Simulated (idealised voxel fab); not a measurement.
You're looking at the process module voxel ribs on slabs.
Shown is cross-section cut, with a width of 140 nm and square cells of size 5 nm.
Cross-section spec: square-cell grid; bands listed top down; each band is one or more rows.
Top, bottom (nm), then materials left to right with widths (nm); lone material tagged "full width" fills the whole band edge to edge; "empty" = empty space.
Below 0: as-received wafer, all one material; heights counted from there. Lowest band: no bottom, goes on down, written "from 0 down".
Think of "30->40" as a width that walks from the first number to the second as you go down the band, top row to bottom row, taking equal-sized steps from row to row.
"all unchanged" -> step changed no cross-section cell.
This entry, "Closed void roster", enumerates those empty regions of no fewer than 8 cells that possess no open connection to the top. Each region is reported in the form width x height at distance, the distance being taken from the left edge, with all three quantities expressed in nm.
It should be noted that, on the line of a given step, the content following the step's settings is a remark produced by the simulator itself with respect to that step.
The "overlay nm" setting may appear on a step's line; for a step that uses a mask, it gives how far to the right of its planned position the mask lay, and a negative value indicates the left.

-- Steps in the process plan
1) RECEIVE with material Si
2) DIRECTIONAL_DEP with material SiO2, thk nm 30
3) DIRECTIONAL_DEP with material polySi, thk nm 15
4) MASKED_ETCH with tone cover, mask id RIB, width nm 30, etch materials polySi, depth nm 5, overlay nm 0
5) PATTERN with tone cover, mask id SLAB, material resist, width nm 90, thk nm 15, overlay nm 0
6) DIRECTIONAL_ETCH with etch materials polySi, depth nm 10
7) STRIP with etch materials resist
8) FILL_DEP with material SiO2, thk nm 30
9) CMP with height nm 65
10) DIRECTIONAL_DEP with material W, thk nm 10
11) PATTERN with tone cover, mask id HEATER, material resist, width nm 40, thk nm 15, overlay nm 0
12) DIRECTIONAL_ETCH with etch materials W, depth nm 10
13) STRIP with etch materials resist
14) CONFORMAL_DEP with material SiO2, thk nm 10

-- First wafer of two (run as planned)

-- Received-state cross-section, reflecting completion of step 1
from 0 down | Si full width
Closed void roster: none

-- Cross-section through the wafer, step 2 finished
from 30 to 0 | SiO2 full width
All layers under 0 are left as they were.

-- Cross-section through the wafer, step 3 finished
from 45 to 30 | polySi full width
All layers under 30 are left as they were.

-- Cross-section through the wafer, step 4 finished
from 45 to 40 | 55 empty / 30 polySi / 55 empty
All layers under 40 are left as they were.

-- Cross-section through the wafer, step 5 finished
from 60 to 45 | 25 empty / 90 resist / 25 empty
from 45 to 40 | 25 empty / 30 resist / 30 polySi / 30 resist / 25 empty
All layers under 40 are left as they were.

-- Cross-section through the wafer, step 6 finished
from 60 to 45 | 25 empty / 90 resist / 25 empty
from 45 to 40 | 25 empty / 30 resist / 30 polySi / 30 resist / 25 empty
from 40 to 30 | 25 empty / 90 polySi / 25 empty
All layers under 30 are left as they were.

-- Cross-section through the wafer, step 7 finished
from 45 to 40 | 55 empty / 30 polySi / 55 empty
All layers under 40 are left as they were.

-- Cross-section through the wafer, step 8 finished
from 75 to 45 | SiO2 full width
from 45 to 40 | 55 SiO2 / 30 polySi / 55 SiO2
from 40 to 30 | 25 SiO2 / 90 polySi / 25 SiO2
All layers under 30 are left as they were.

-- Cross-section through the wafer, step 9 finished
from 65 to 45 | SiO2 full width
All layers under 45 are left as they were.

-- Cross-section through the wafer, step 10 finished
from 75 to 65 | W full width
All layers under 65 are left as they were.

-- Cross-section through the wafer, step 11 finished
from 90 to 75 | 50 empty / 40 resist / 50 empty
All layers under 75 are left as they were.

-- Cross-section through the wafer, step 12 finished
from 90 to 75 | 50 empty / 40 resist / 50 empty
from 75 to 65 | 50 empty / 40 W / 50 empty
All layers under 65 are left as they were.

-- Cross-section through the wafer, step 13 finished
from 75 to 65 | 50 empty / 40 W / 50 empty
All layers under 65 are left as they were.

-- Cross-section through the wafer, step 14 finished
from 85 to 75 | 40 empty / 60 SiO2 / 40 empty
from 75 to 65 | 50 SiO2 / 40 W / 50 SiO2
All layers under 65 are left as they were.

-- second wafer: like start, like plan, one mistake. Through step 1 it matches the first wafer

-- Cross-section of the second wafer corresponding to the planned conclusion of step 2
from 15 to 0 | polySi full width
All layers under 0 are left as they were.

-- Cross-section of the second wafer corresponding to the planned conclusion of step 3
from 45 to 15 | SiO2 full width
All layers under 15 are left as they were.

Cross-section of the second wafer corresponding to the planned conclusion of step 4: all unchanged

-- Cross-section of the second wafer corresponding to the planned conclusion of step 5
from 60 to 45 | 25 empty / 90 resist / 25 empty
All layers under 45 are left as they were.

Cross-section of the second wafer corresponding to the planned conclusion of step 6: all unchanged

-- Cross-section of the second wafer corresponding to the planned conclusion of step 7
from 45 to 15 | SiO2 full width
All layers under 15 are left as they were.

-- Cross-section of the second wafer corresponding to the planned conclusion of step 8
from 75 to 15 | SiO2 full width
All layers under 15 are left as they were.

-- Cross-section of the second wafer corresponding to the planned conclusion of step 9
from 65 to 15 | SiO2 full width
All layers under 15 are left as they were.

-- Cross-section of the second wafer corresponding to the planned conclusion of step 10
from 75 to 65 | W full width
All layers under 65 are left as they were.

-- Cross-section of the second wafer corresponding to the planned conclusion of step 11
from 90 to 75 | 50 empty / 40 resist / 50 empty
All layers under 75 are left as they were.

-- Cross-section of the second wafer corresponding to the planned conclusion of step 12
from 90 to 75 | 50 empty / 40 resist / 50 empty
from 75 to 65 | 50 empty / 40 W / 50 empty
All layers under 65 are left as they were.

-- Cross-section of the second wafer corresponding to the planned conclusion of step 13
from 75 to 65 | 50 empty / 40 W / 50 empty
All layers under 65 are left as they were.

-- Cross-section of the second wafer corresponding to the planned conclusion of step 14
from 85 to 75 | 40 empty / 60 SiO2 / 40 empty
from 75 to 65 | 50 SiO2 / 40 W / 50 SiO2
All layers under 65 are left as they were.
Want to know what went wrong? swap of plan steps 2 and 3 during execution
Counted in cells at the end, the second wafer holds more or fewer of these materials than the first: 42 fewer of SiO2, 42 more of polySi
